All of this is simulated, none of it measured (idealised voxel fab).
process module | voxel self aligned contacts
The width of the displayed cross-section, cut, is 225 nm; its cells are square, with a size of 5 nm.
Cross-section spec: square-cell grid; bands listed top down; each band is one or more rows.
Look at the band entry: it leads with the top's height and the bottom's height in nm. Then it lists the materials left to right, with a width in nm for each. The word "throughout" on a single material says that material fills the band edge to edge. The word "air" is empty space.
Height datum 0, below which the as-received substrate wafer is one material. Lowest band open at the bottom, running downward: "from 0 down".
Per-row width for "30..40": begins at first number (top row of band), ends at second number (bottom row), increment between rows held constant.
Step note "nothing changed" = no cross-section cell changed.
Enclosed voids (no open way to top), threshold 8 cells or more, entry "Closed voids list", notation width x height at distance, distance from left edge, nm.
Formally, on a step line, whatever follows the settings is a remark that the simulator itself makes on the step.
Steps that use a mask can have "overlay nm" on their line. It says how far the mask sat to the right of where it was meant to be. Negative means to the left.
SET OUT BELOW ARE THE PLANNED STEPS OF THE PROCESS
1) op RECEIVE | material Si
2) op CONFORMAL_DEP | material SiO2 | thk nm 5
3) op DIRECTIONAL_DEP | material polySi | thk nm 30
4) op DIRECTIONAL_DEP | material SiN | thk nm 15
5) op DIRECTIONAL_DEP | material aC | thk nm 15
6) op PATTERN | tone cover | mask id GATE | material resist | width nm 30 | pitch nm 65 | thk nm 35 | overlay nm 0
7) op DIRECTIONAL_ETCH | etch materials aC | depth nm 15
8) op STRIP | etch materials resist
9) op DIRECTIONAL_ETCH | etch materials SiN | depth nm 15
10) op DIRECTIONAL_ETCH | etch materials polySi | depth nm 30
11) op STRIP | etch materials aC
12) op CONFORMAL_DEP | material SiN | thk nm 5
13) op DIRECTIONAL_ETCH | etch materials SiN | depth nm 5
14) op FILL_DEP | material SiO2 | thk nm 15
15) op CMP | height nm 55
16) op MASKED_ETCH | tone open | mask id CONTACT | width nm 45 | etch materials SiO2 | depth nm 55 | overlay nm 0
17) op CONFORMAL_DEP | material TiN | thk nm 5
18) op FILL_DEP | material W | thk nm 5
19) op CMP | height nm 55
20) op CONFORMAL_DEP | material SiN | thk nm 5
THE FIRST WAFER OF TWO, PROCESSED AS PLANNED
WAFER AT RECEIPT (POST STEP 1), CROSS-SECTION
    from 0 down  Si throughout
    Closed voids list: none
SO THIS IS THE WAFER CROSS-SECTION RIGHT AFTER STEP 2
    from 5 to 0  SiO2 throughout
    Whatever lies below 0 is exactly as it was before.
SO THIS IS THE WAFER CROSS-SECTION RIGHT AFTER STEP 3
    from 35 to 5  polySi throughout
    Whatever lies below 5 is exactly as it was before.
SO THIS IS THE WAFER CROSS-SECTION RIGHT AFTER STEP 4
    from 50 to 35  SiN throughout
    Whatever lies below 35 is exactly as it was before.
SO THIS IS THE WAFER CROSS-SECTION RIGHT AFTER STEP 5
    from 65 to 50  aC throughout
    Whatever lies below 50 is exactly as it was before.
SO THIS IS THE WAFER CROSS-SECTION RIGHT AFTER STEP 6
    from 100 to 65  air=65 | resist=30 | air=35 | resist=30 | air=65
    Whatever lies below 65 is exactly as it was before.
SO THIS IS THE WAFER CROSS-SECTION RIGHT AFTER STEP 7
    from 85 to 65  air=65 | resist=30 | air=35 | resist=30 | air=65
    from 65 to 50  air=65 | aC=30 | air=35 | aC=30 | air=65
    Whatever lies below 50 is exactly as it was before.
SO THIS IS THE WAFER CROSS-SECTION RIGHT AFTER STEP 8
    from 65 to 50  air=65 | aC=30 | air=35 | aC=30 | air=65
    Whatever lies below 50 is exactly as it was before.
SO THIS IS THE WAFER CROSS-SECTION RIGHT AFTER STEP 9
    from 65 to 50  air=65 | aC=30 | air=35 | aC=30 | air=65
    from 50 to 35  air=65 | SiN=30 | air=35 | SiN=30 | air=65
    Whatever lies below 35 is exactly as it was before.
SO THIS IS THE WAFER CROSS-SECTION RIGHT AFTER STEP 10
    from 65 to 50  air=65 | aC=30 | air=35 | aC=30 | air=65
    from 50 to 35  air=65 | SiN=30 | air=35 | SiN=30 | air=65
    from 35 to 5  air=65 | polySi=30 | air=35 | polySi=30 | air=65
    Whatever lies below 5 is exactly as it was before.
SO THIS IS THE WAFER CROSS-SECTION RIGHT AFTER STEP 11
    from 50 to 35  air=65 | SiN=30 | air=35 | SiN=30 | air=65
    Whatever lies below 35 is exactly as it was before.
SO THIS IS THE WAFER CROSS-SECTION RIGHT AFTER STEP 12
    from 55 to 35  air=60 | SiN=40 | air=25 | SiN=40 | air=60
    from 35 to 10  air=60 | SiN=5 | polySi=30 | SiN=5 | air=25 | SiN=5 | polySi=30 | SiN=5 | air=60
    from 10 to 5  SiN=65 | polySi=30 | SiN=35 | polySi=30 | SiN=65
    Whatever lies below 5 is exactly as it was before.
SO THIS IS THE WAFER CROSS-SECTION RIGHT AFTER STEP 13
    from 50 to 35  air=60 | SiN=40 | air=25 | SiN=40 | air=60
    from 35 to 5  air=60 | SiN=5 | polySi=30 | SiN=5 | air=25 | SiN=5 | polySi=30 | SiN=5 | air=60
    Whatever lies below 5 is exactly as it was before.
SO THIS IS THE WAFER CROSS-SECTION RIGHT AFTER STEP 14
    from 65 to 50  SiO2 throughout
    from 50 to 35  SiO2=60 | SiN=40 | SiO2=25 | SiN=40 | SiO2=60
    from 35 to 5  SiO2=60 | SiN=5 | polySi=30 | SiN=5 | SiO2=25 | SiN=5 | polySi=30 | SiN=5 | SiO2=60
    Whatever lies below 5 is exactly as it was before.
SO THIS IS THE WAFER CROSS-SECTION RIGHT AFTER STEP 15
    from 55 to 50  SiO2 throughout
    Whatever lies below 50 is exactly as it was before.
SO THIS IS THE WAFER CROSS-SECTION RIGHT AFTER STEP 16
    from 55 to 50  SiO2=90 | air=45 | SiO2=90
    from 50 to 35  SiO2=60 | SiN=40 | air=25 | SiN=40 | SiO2=60
    from 35 to 5  SiO2=60 | SiN=5 | polySi=30 | SiN=5 | air=25 | SiN=5 | polySi=30 | SiN=5 | SiO2=60
    from 5 to 0  SiO2=100 | air=25 | SiO2=100
    Whatever lies below 0 is exactly as it was before.
SO THIS IS THE WAFER CROSS-SECTION RIGHT AFTER STEP 17
    from 60 to 55  TiN=95 | air=35 | TiN=95
    from 55 to 50  SiO2=90 | TiN=15 | air=15 | TiN=15 | SiO2=90
    from 50 to 35  SiO2=60 | SiN=40 | TiN=5 | air=15 | TiN=5 | SiN=40 | SiO2=60
    from 35 to 5  SiO2=60 | SiN=5 | polySi=30 | SiN=5 | TiN=5 | air=15 | TiN=5 | SiN=5 | polySi=30 | SiN=5 | SiO2=60
    from 5 to 0  SiO2=100 | TiN=25 | SiO2=100
    Whatever lies below 0 is exactly as it was before.
SO THIS IS THE WAFER CROSS-SECTION RIGHT AFTER STEP 18
    from 65 to 60  W throughout
    from 60 to 55  TiN=95 | W=35 | TiN=95
    from 55 to 50  SiO2=90 | TiN=15 | W=15 | TiN=15 | SiO2=90
    from 50 to 35  SiO2=60 | SiN=40 | TiN=5 | W=15 | TiN=5 | SiN=40 | SiO2=60
    from 35 to 5  SiO2=60 | SiN=5 | polySi=30 | SiN=5 | TiN=5 | W=15 | TiN=5 | SiN=5 | polySi=30 | SiN=5 | SiO2=60
    Whatever lies below 5 is exactly as it was before.
SO THIS IS THE WAFER CROSS-SECTION RIGHT AFTER STEP 19
    from 55 to 50  SiO2=90 | TiN=15 | W=15 | TiN=15 | SiO2=90
    Whatever lies below 50 is exactly as it was before.
SO THIS IS THE WAFER CROSS-SECTION RIGHT AFTER STEP 20
    from 60 to 55  SiN throughout
    Whatever lies below 55 is exactly as it was before.
OKAY, SECOND WAFER. NOTHING DIFFERENT AT THE START, NOTHING DIFFERENT IN THE PLAN, JUST ONE MISTAKE SOMEWHERE IN THE RUNNING. AS FAR AS STEP 11, COUNTING THAT STEP, IT'S THE FIRST WAFER ALL OVER AGAIN
Here is the second wafer in cross-section at the point where step 12 of the plan should have been done: nothing changed
HERE IS THE SECOND WAFER IN CROSS-SECTION AT THE POINT WHERE STEP 13 OF THE PLAN SHOULD HAVE BEEN DONE
    from 45 to 35  air=65 | SiN=30 | air=35 | SiN=30 | air=65
    Whatever lies below 35 is exactly as it was before.
HERE IS THE SECOND WAFER IN CROSS-SECTION AT THE POINT WHERE STEP 14 OF THE PLAN SHOULD HAVE BEEN DONE
    from 60 to 45  SiO2 throughout
    from 45 to 35  SiO2=65 | SiN=30 | SiO2=35 | SiN=30 | SiO2=65
    from 35 to 5  SiO2=65 | polySi=30 | SiO2=35 | polySi=30 | SiO2=65
    Whatever lies below 5 is exactly as it was before.
HERE IS THE SECOND WAFER IN CROSS-SECTION AT THE POINT WHERE STEP 15 OF THE PLAN SHOULD HAVE BEEN DONE
    from 55 to 45  SiO2 throughout
    Whatever lies below 45 is exactly as it was before.
HERE IS THE SECOND WAFER IN CROSS-SECTION AT THE POINT WHERE STEP 16 OF THE PLAN SHOULD HAVE BEEN DONE
    from 55 to 45  SiO2=90 | air=45 | SiO2=90
    from 45 to 35  SiO2=65 | SiN=30 | air=35 | SiN=30 | SiO2=65
    from 35 to 5  SiO2=65 | polySi=30 | air=35 | polySi=30 | SiO2=65
    from 5 to 0  SiO2=95 | air=35 | SiO2=95
    Whatever lies below 0 is exactly as it was before.
HERE IS THE SECOND WAFER IN CROSS-SECTION AT THE POINT WHERE STEP 17 OF THE PLAN SHOULD HAVE BEEN DONE
    from 60 to 55  TiN=95 | air=35 | TiN=95
    from 55 to 45  SiO2=90 | TiN=5..10 | air=35..25 | TiN=5..10 | SiO2=90
    from 45 to 35  SiO2=65 | SiN=30 | TiN=5 | air=25 | TiN=5 | SiN=30 | SiO2=65
    from 35 to 5  SiO2=65 | polySi=30 | TiN=5 | air=25 | TiN=5 | polySi=30 | SiO2=65
    from 5 to 0  SiO2=95 | TiN=35 | SiO2=95
    Whatever lies below 0 is exactly as it was before.
HERE IS THE SECOND WAFER IN CROSS-SECTION AT THE POINT WHERE STEP 18 OF THE PLAN SHOULD HAVE BEEN DONE
    from 65 to 60  W throughout
    from 60 to 55  TiN=95 | W=35 | TiN=95
    from 55 to 45  SiO2=90 | TiN=5..10 | W=35..25 | TiN=5..10 | SiO2=90
    from 45 to 35  SiO2=65 | SiN=30 | TiN=5 | W=25 | TiN=5 | SiN=30 | SiO2=65
    from 35 to 5  SiO2=65 | polySi=30 | TiN=5 | W=25 | TiN=5 | polySi=30 | SiO2=65
    Whatever lies below 5 is exactly as it was before.
HERE IS THE SECOND WAFER IN CROSS-SECTION AT THE POINT WHERE STEP 19 OF THE PLAN SHOULD HAVE BEEN DONE
    from 55 to 45  SiO2=90 | TiN=5..10 | W=35..25 | TiN=5..10 | SiO2=90
    Whatever lies below 45 is exactly as it was before.
HERE IS THE SECOND WAFER IN CROSS-SECTION AT THE POINT WHERE STEP 20 OF THE PLAN SHOULD HAVE BEEN DONE
    from 60 to 55  SiN throughout
    Whatever lies below 55 is exactly as it was before.
Heads up, the wafer didn't run the way we planned it: no execution of plan step 12; skipped
Upon completion, the second wafer contains, in terms of cells, a greater or smaller amount of certain materials than the first wafer: -48 SiN, +26 SiO2, +22 W
